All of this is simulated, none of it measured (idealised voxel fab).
Presented below is a process module, voxel double patterning.
FYI the section here is cut, 275 nm wide, cells are 5 nm squares.
This document writes a cross-section as a grid whose cells are square, and gives it as bands, listed from the top down; one or more rows of cells form a band. Top, bottom (nm), then materials left to right with widths (nm); lone material tagged "edge to edge" fills the whole band edge to edge; "empty" = empty space. We count height from 0. Below that, the starting wafer is all one material. The lowest band never ends at the bottom but goes on down; see "0 down" for how that is written. The width entry "30 to 40" should be interpreted row by row: the top row of cells in the band takes the first number, the bottom row takes the second number, and the change between adjacent rows is uniform throughout. It should be understood that the words "nothing was modified", when stated for a given step, signify that the cross-section underwent no change in any of its cells during that step. "Voids, sealed" means: voids of 8 cells or more that are shut off from the top with no open way through. Written width x height at distance, distance from the left edge, in nm. after a step's settings: what the simulator itself notes on the step. If you see "overlay nm" on a step's line and that step has a mask, it's telling you how far right of where it was planned the mask ended up; a negative number means it went left instead.

# Steps planned for the process
- 1: RECEIVE with material Si
- 2: CONFORMAL_DEP with material SiO2, thk nm 10
- 3: DIRECTIONAL_DEP with material polySi, thk nm 15
- 4: DIRECTIONAL_DEP with material SiCN, thk nm 5
- 5: MASKED_ETCH with tone open, mask id FIRST, width nm 15, pitch nm 50, etch materials SiCN, depth nm 5, overlay nm 0
- 6: DIRECTIONAL_DEP with material aC, thk nm 10
- 7: PATTERN with tone open, mask id SECOND, material resist, width nm 15, pitch nm 50, thk nm 25, overlay nm 0
- 8: DIRECTIONAL_ETCH with etch materials aC, depth nm 10
- 9: STRIP with etch materials resist
- 10: DIRECTIONAL_ETCH with etch materials SiCN, depth nm 5
- 11: STRIP with etch materials aC
- 12: DIRECTIONAL_ETCH with etch materials polySi, depth nm 15
- 13: STRIP with etch materials SiCN

# This is the cross-section of the wafer as we received it, i.e. after step 1
- 0 down | Si edge to edge
- Voids, sealed: none

# Cross-section taken at module completion on the first of two wafers; processed per the plan
- 25 to 10 | polySi=80, then empty=15, then polySi=10, then empty=15, then polySi=10, then empty=15, then polySi=10, then empty=15, then polySi=10, then empty=15, then polySi=80
- 10 to 0 | SiO2 edge to edge
- 0 down | Si edge to edge
- Voids, sealed: none

# This is the second of the two wafers, cross-sectioned at the end of the module; it started exactly like the first and was given the same plan, but it was run with one mistake
- 25 to 10 | polySi=75, then empty=15, then polySi=15, then empty=15, then polySi=5, then empty=15, then polySi=15, then empty=15, then polySi=5, then empty=15, then polySi=85
- 10 to 0 | SiO2 edge to edge
- 0 down | Si edge to edge
- Voids, sealed: none
Error vs. plan: step 5 was run on a setting that differed from the plan, and what really ran there is MASKED_ETCH with tone open, mask id FIRST, width nm 15, pitch nm 50, etch materials SiCN, depth nm 5, overlay nm -5
Final wafers compared: equal cell tally per material, rearranged layout.
